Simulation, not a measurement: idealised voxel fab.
The document below concerns the process module designated voxel wiring stack.
We display cut, a cross-section 240 nm in width whose square cells are each 5 nm.
Think of the cross-section as a grid of square cells. We describe it in bands, top to bottom, and each band covers one or more rows of those cells.
The band entry comprises the height of the band's top followed by the height of its bottom, expressed in nm, and subsequently the band's materials from left to right, each stated together with its width in nm. Where a single material is marked with the word "all across", that material fills the band from edge to edge. The word "blank" represents empty space.
For the purposes of this specification, 0 denotes the height below which the wafer in its as-received condition is composed wholly of one material, and the lowermost band, lacking a lower limit, extends downward without end, as expressed in "0 down".
Note: "30->40" means the width goes from the first number (top row of the band) to the second number (bottom row) in equal steps per row of cells.
What does "no change occurred" mean for a step? It means no cell of the cross-section changed in that step.
Unvented cavities: empty space of 8 cells or more with no open way to the top, each as width x height at its distance from the left edge, in nm
Post-settings text on a step line: simulator's own remark regarding the step.
Steps that use a mask can have "overlay nm" on their line. It says how far the mask sat to the right of where it was meant to be. Negative means to the left.
[Process steps foreseen in the plan]
1,RECEIVE with material Si
2,CONFORMAL_DEP with material SiO2, thk nm 10
3,DIRECTIONAL_DEP with material TiN, thk nm 5
4,DIRECTIONAL_DEP with material Ru, thk nm 15
5,PATTERN with tone cover, mask id METAL_1, material resist, width nm 20, pitch nm 45, thk nm 20, overlay nm 0
6,DIRECTIONAL_ETCH with etch materials Ru, depth nm 15
7,DIRECTIONAL_ETCH with etch materials TiN, depth nm 5
8,STRIP with etch materials resist
9,FILL_DEP with material SiO2, thk nm 10
10,CMP with height nm 30
11,CONFORMAL_DEP with material SiCN, thk nm 5
12,DIRECTIONAL_DEP with material SiO2, thk nm 25
13,PATTERN with tone open, mask id METAL_2_HOLES, material resist, width nm 15, pitch nm 45, thk nm 20, overlay nm 0
14,DIRECTIONAL_ETCH with etch materials SiO2, depth nm 25
15,STRIP with etch materials resist
16,DIRECTIONAL_DEP with material aC, thk nm 15
17,PATTERN with tone open, mask id METAL_2, material resist, width nm 20, pitch nm 45, thk nm 35, overlay nm 0
18,DIRECTIONAL_ETCH with etch materials aC, depth nm 15
19,STRIP with etch materials resist
20,DIRECTIONAL_ETCH with etch materials SiO2, depth nm 15
21,DIRECTIONAL_ETCH with etch materials SiCN, depth nm 5
22,STRIP with etch materials aC
23,CONFORMAL_DEP with material TiN, thk nm 5
24,FILL_DEP with material Cu, thk nm 10
25,CMP with height nm 60
26,CONFORMAL_DEP with material SiCN, thk nm 5
27,DIRECTIONAL_DEP with material SiO2, thk nm 15
28,DIRECTIONAL_DEP with material aC, thk nm 10
29,PATTERN with tone open, mask id PLUG_2, material resist, width nm 15, pitch nm 90, thk nm 25, overlay nm 0
30,DIRECTIONAL_ETCH with etch materials aC, depth nm 10
31,STRIP with etch materials resist
32,DIRECTIONAL_ETCH with etch materials SiO2, depth nm 15
33,DIRECTIONAL_ETCH with etch materials SiCN, depth nm 5
34,STRIP with etch materials aC
35,CONFORMAL_DEP with material TiN, thk nm 5
36,FILL_DEP with material Ru, thk nm 10
37,CMP with height nm 80
38,CONFORMAL_DEP with material SiN, thk nm 5
39,DIRECTIONAL_DEP with material SiO2, thk nm 15
40,PATTERN with tone open, mask id METAL_3, material resist, width nm 20, pitch nm 45, thk nm 20, overlay nm 0
41,DIRECTIONAL_ETCH with etch materials SiO2, depth nm 15
42,DIRECTIONAL_ETCH with etch materials SiN, depth nm 5
43,STRIP with etch materials resist
44,CONFORMAL_DEP with material TiN, thk nm 5
45,FILL_DEP with material Ru, thk nm 10
46,CMP with height nm 100
47,EPI with material Ru, thk nm 5
48,FILL_DEP with material SiCN, thk nm 5
[So this is the incoming wafer in cross-section - it's already been through step 1]
> 0 down | Si all across
> Unvented cavities: none
[Cross-sectional result after module completion. Note: starting condition and plan are unchanged from above; one processing mistake was made]
> 110 to 105 | SiCN all across
> 105 to 100 | SiCN 35 / Ru 30 / SiCN 15 / Ru 30 / SiCN 15 / Ru 30 / SiCN 15 / Ru 30 / SiCN 40
> 100 to 95 | SiN 40 / TiN 20 / SiN 25 / TiN 20 / SiN 25 / TiN 20 / SiN 25 / TiN 20 / SiN 45
> 95 to 80 | SiO2 all across
> 80 to 65 | SiO2 40 / TiN 5 / Ru 5 / TiN 5 / SiO2 75 / TiN 5 / Ru 5 / TiN 5 / SiO2 95
> 65 to 60 | SiCN 40 / TiN 15 / SiCN 75 / TiN 15 / SiCN 95
> 60 to 50 | SiO2 40 / TiN 5 / Cu 10 / TiN 5 / SiO2 25 / TiN 5 / Cu 10 / TiN 5 / SiO2 25 / TiN 5 / Cu 10 / TiN 5 / SiO2 25 / TiN 5 / Cu 10 / TiN 5 / SiO2 45
> 50 to 45 | SiO2 40 / TiN 5 / Cu 5 / TiN 10 / SiO2 25 / TiN 5 / Cu 5 / TiN 10 / SiO2 25 / TiN 5 / Cu 5 / TiN 10 / SiO2 25 / TiN 5 / Cu 5 / TiN 10 / SiO2 45
> 45 to 35 | SiO2 40 / TiN 5 / Cu 5 / TiN 5 / SiO2 30 / TiN 5 / Cu 5 / TiN 5 / SiO2 30 / TiN 5 / Cu 5 / TiN 5 / SiO2 30 / TiN 5 / Cu 5 / TiN 5 / SiO2 50
> 35 to 30 | SiCN 40 / TiN 15 / SiCN 30 / TiN 15 / SiCN 30 / TiN 15 / SiCN 30 / TiN 15 / SiCN 50
> 30 to 15 | SiO2 40 / Ru 20 / SiO2 25 / Ru 20 / SiO2 25 / Ru 20 / SiO2 25 / Ru 20 / SiO2 45
> 15 to 10 | SiO2 40 / TiN 20 / SiO2 25 / TiN 20 / SiO2 25 / TiN 20 / SiO2 25 / TiN 20 / SiO2 45
> 10 to 0 | SiO2 all across
> 0 down | Si all across
> Unvented cavities: none
So what did we get wrong on this run? order of steps 38 and 39 inverted relative to the plan
